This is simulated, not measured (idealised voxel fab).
process module | voxel plated lines
cross-section cut | 260 nm wide | cells 5 nm
A cross-section is a grid of square cells, given in bands from the top down. A band is one or more rows of cells.
Each band's line starts with the height of the band's top and of its bottom, in nm. Then come its materials from left to right, each with its width in nm. One material with "throughout" fills the band from edge to edge. "air" is empty space.
Height 0 is the level under which the wafer as received is all one material. The lowest band goes on downwards, as in "0 down".
A width such as "30 to 40" changes by the same amount from each row of cells to the next, from the band's top row to its bottom row.
"no change" after a step means that no cell of the cross-section changed.
closed voids: empty space of 8 cells or more with no open way to the top, each as width x height at its distance from the left edge, in nm
after a step's settings: what the simulator itself notes on the step
overlay nm, on a step with a mask: how far to the right of its planned place the mask lay; to the left if negative
plan
1 op RECEIVE | material Si
2 op CONFORMAL_DEP | material SiO2 | thk nm 15
3 op DIRECTIONAL_DEP | material TiN | thk nm 5
4 op PATTERN | tone open | mask id LINES | material resist | width nm 20 | pitch nm 35 | thk nm 40 | overlay nm 0
5 op EPI | material Ru | thk nm 10
6 op EPI | material Ru | thk nm 5
7 op EPI | material Ru | thk nm 10
8 op STRIP | etch materials resist
9 op DIRECTIONAL_ETCH | etch materials TiN | depth nm 5
10 op CONFORMAL_DEP | material SiN | thk nm 10
as received, after step 1
  0 down: Si throughout
  closed voids: none
first wafer at the end, as planned
  55 to 45: air 55 | SiN 145 | air 60
  45 to 25: air 55 | SiN 10 | Ru 20 | SiN 15 | Ru 20 | SiN 15 | Ru 20 | SiN 15 | Ru 20 | SiN 10 | air 60
  25 to 20: SiN 65 | Ru 20 | SiN 15 | Ru 20 | SiN 15 | Ru 20 | SiN 15 | Ru 20 | SiN 70
  20 to 15: SiN 65 | TiN 20 | SiN 15 | TiN 20 | SiN 15 | TiN 20 | SiN 15 | TiN 20 | SiN 70
  15 to 0: SiO2 throughout
  0 down: Si throughout
  closed voids: none
second wafer at the end: like start, like plan, one mistake
  55 to 45: air 60 | SiN 140 | air 60
  45 to 25: air 60 | SiN 10 | Ru 15 | SiN 20 | Ru 15 | SiN 20 | Ru 15 | SiN 20 | Ru 15 | SiN 10 | air 60
  25 to 20: SiN 70 | Ru 15 | SiN 20 | Ru 15 | SiN 20 | Ru 15 | SiN 20 | Ru 15 | SiN 70
  20 to 15: SiN 70 | TiN 15 | SiN 20 | TiN 15 | SiN 20 | TiN 15 | SiN 20 | TiN 15 | SiN 70
  15 to 0: SiO2 throughout
  0 down: Si throughout
  closed voids: none
what went wrong: step 4 ran as: op PATTERN | tone open | mask id LINES | material resist | width nm 15 | pitch nm 35 | thk nm 40 | overlay nm 0
at the end the second wafer has, in cells: 20 fewer of Ru | 18 more of SiN | 4 fewer of TiN
